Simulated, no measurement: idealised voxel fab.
Documented hereafter: the process module known as voxel capacitor over wiring.
For reference, the cross-section in this document is cut, with width 175 nm and square cells of 5 nm.
Each cross-section below is a grid of square cells, stated as bands in top-down order, with one or more rows of cells making up each band. Band: top and bottom heights (nm) first, top before bottom; then materials from left to right, widths in nm. "everywhere" marks a sole material filling the band edge to edge. "air" denotes empty space. Ref level 0: as-received wafer is one material below here. Bottom band extends down with no lower bound ("0 nm and below"). So if you see something like "30 to 40" for the width, read it as the top row of the band sitting at the first number and the bottom row at the second, with every row in between moving by the same amount as the last. Basically "no alteration" means that step didn't change any cell in the cross-section. Basically, "Fully closed voids" tells you about the enclosed voids: empty spaces with no open way to the top, 8 cells or bigger, each written width x height at distance, where distance is from the left edge, all in nm. Where a step's line continues beyond its settings, the continuation is a remark by the simulator itself on that step. overlay nm: mask offset rightward from planned place, masked step; negative means leftward offset.
### Steps planned for the process
step 1: RECEIVE: material Si
step 2: CONFORMAL_DEP: material SiO2, thk nm 10
step 3: CONFORMAL_DEP: material SiN, thk nm 5
step 4: DIRECTIONAL_DEP: material lowk, thk nm 25
step 5: MASKED_ETCH: tone open, mask id METAL_1, width nm 20, pitch nm 75, etch materials lowk, depth nm 25, overlay nm 0
step 6: MASKED_ETCH: tone open, mask id METAL_1, width nm 20, pitch nm 75, etch materials SiN, depth nm 5, overlay nm 0
step 7: CONFORMAL_DEP: material TiN, thk nm 5
step 8: FILL_DEP: material Cu, thk nm 10
step 9: CMP: height nm 40
step 10: EPI: material Ru, thk nm 5
step 11: FILL_DEP: material SiCN, thk nm 5
step 12: DIRECTIONAL_DEP: material lowk, thk nm 20
step 13: PATTERN: tone open, mask id PLUG_1, material resist, width nm 15, thk nm 15, overlay nm 0
step 14: DIRECTIONAL_ETCH: etch materials lowk, depth nm 20
step 15: DIRECTIONAL_ETCH: etch materials SiCN, depth nm 5
step 16: STRIP: etch materials resist
step 17: CONFORMAL_DEP: material TiN, thk nm 5
step 18: FILL_DEP: material Cu, thk nm 10
step 19: CMP: height nm 70
step 20: DIRECTIONAL_DEP: material TiN, thk nm 10
step 21: DIRECTIONAL_DEP: material SiN, thk nm 5
step 22: DIRECTIONAL_DEP: material TiN, thk nm 10
step 23: DIRECTIONAL_DEP: material aC, thk nm 15
step 24: PATTERN: tone cover, mask id UPPER_PLATE, material resist, width nm 60, thk nm 35, overlay nm 0
step 25: DIRECTIONAL_ETCH: etch materials aC, depth nm 15
step 26: STRIP: etch materials resist
step 27: DIRECTIONAL_ETCH: etch materials TiN, depth nm 10
step 28: DIRECTIONAL_ETCH: etch materials SiN, depth nm 5
step 29: STRIP: etch materials aC
step 30: DIRECTIONAL_DEP: material aC, thk nm 15
step 31: PATTERN: tone cover, mask id LOWER_PLATE, material resist, width nm 70, thk nm 30, overlay nm 0
step 32: DIRECTIONAL_ETCH: etch materials aC, depth nm 15
step 33: STRIP: etch materials resist
step 34: DIRECTIONAL_ETCH: etch materials TiN, depth nm 10
step 35: STRIP: etch materials aC
step 36: FILL_DEP: material SiO2, thk nm 15
step 37: CMP: height nm 105
step 38: MASKED_ETCH: tone open, mask id PLUG_2, width nm 15, etch materials SiO2, depth nm 10, overlay nm 0
step 39: CONFORMAL_DEP: material TiN, thk nm 5
step 40: FILL_DEP: material Ru, thk nm 5
step 41: CMP: height nm 105
step 42: CONFORMAL_DEP: material SiCN, thk nm 5
### Wafer as received: cross-section following step 1
    0 nm and below  Si everywhere
    Fully closed voids: none
### Post-module cross-section of the first of two wafers (run per plan)
    110 nm to 105 nm  SiCN everywhere
    105 nm to 100 nm  55 of SiO2; 5 of TiN; 5 of Ru; 5 of TiN; 105 of SiO2
    100 nm to 95 nm  55 of SiO2; 15 of TiN; 105 of SiO2
    95 nm to 85 nm  45 of SiO2; 60 of TiN; 70 of SiO2
    85 nm to 80 nm  45 of SiO2; 60 of SiN; 70 of SiO2
    80 nm to 70 nm  40 of SiO2; 70 of TiN; 65 of SiO2
    70 nm to 50 nm  45 of lowk; 5 of TiN; 5 of Cu; 5 of TiN; 115 of lowk
    50 nm to 45 nm  45 of SiCN; 15 of TiN; 115 of SiCN
    45 nm to 40 nm  35 of SiCN; 30 of Ru; 45 of SiCN; 30 of Ru; 35 of SiCN
    40 nm to 15 nm  40 of lowk; 5 of TiN; 10 of Cu; 5 of TiN; 55 of lowk; 5 of TiN; 10 of Cu; 5 of TiN; 40 of lowk
    15 nm to 10 nm  40 of SiN; 20 of TiN; 55 of SiN; 20 of TiN; 40 of SiN
    10 nm to 0 nm  SiO2 everywhere
    0 nm and below  Si everywhere
    Fully closed voids: none
### Cross-section at end of module for the second wafer of two, which matched the first in starting point and plan and differed by one mistake in its processing
    110 nm to 105 nm  SiCN everywhere
    105 nm to 100 nm  55 of SiO2; 5 of TiN; 5 of Ru; 5 of TiN; 105 of SiO2
    100 nm to 95 nm  55 of SiO2; 15 of TiN; 105 of SiO2
    95 nm to 85 nm  45 of SiO2; 60 of TiN; 70 of SiO2
    85 nm to 80 nm  45 of SiO2; 60 of SiN; 70 of SiO2
    80 nm to 70 nm  40 of SiO2; 70 of TiN; 65 of SiO2
    70 nm to 50 nm  45 of lowk; 5 of TiN; 5 of Cu; 5 of TiN; 115 of lowk
    50 nm to 45 nm  45 of SiCN; 15 of TiN; 115 of SiCN
    45 nm to 40 nm  35 of SiCN; 30 of Ru; 45 of SiCN; 30 of Ru; 35 of SiCN
    40 nm to 35 nm  40 of SiN; 20 of TiN; 55 of SiN; 20 of TiN; 40 of SiN
    35 nm to 10 nm  lowk everywhere
    10 nm to 0 nm  SiO2 everywhere
    0 nm and below  Si everywhere
    Fully closed voids: none
Misprocessing identified: mixed up steps 3 and 4 - ran each in the other's place
at the end the second wafer has, in cells: Cu: 20 fewer; TiN: 20 fewer; lowk: 40 more
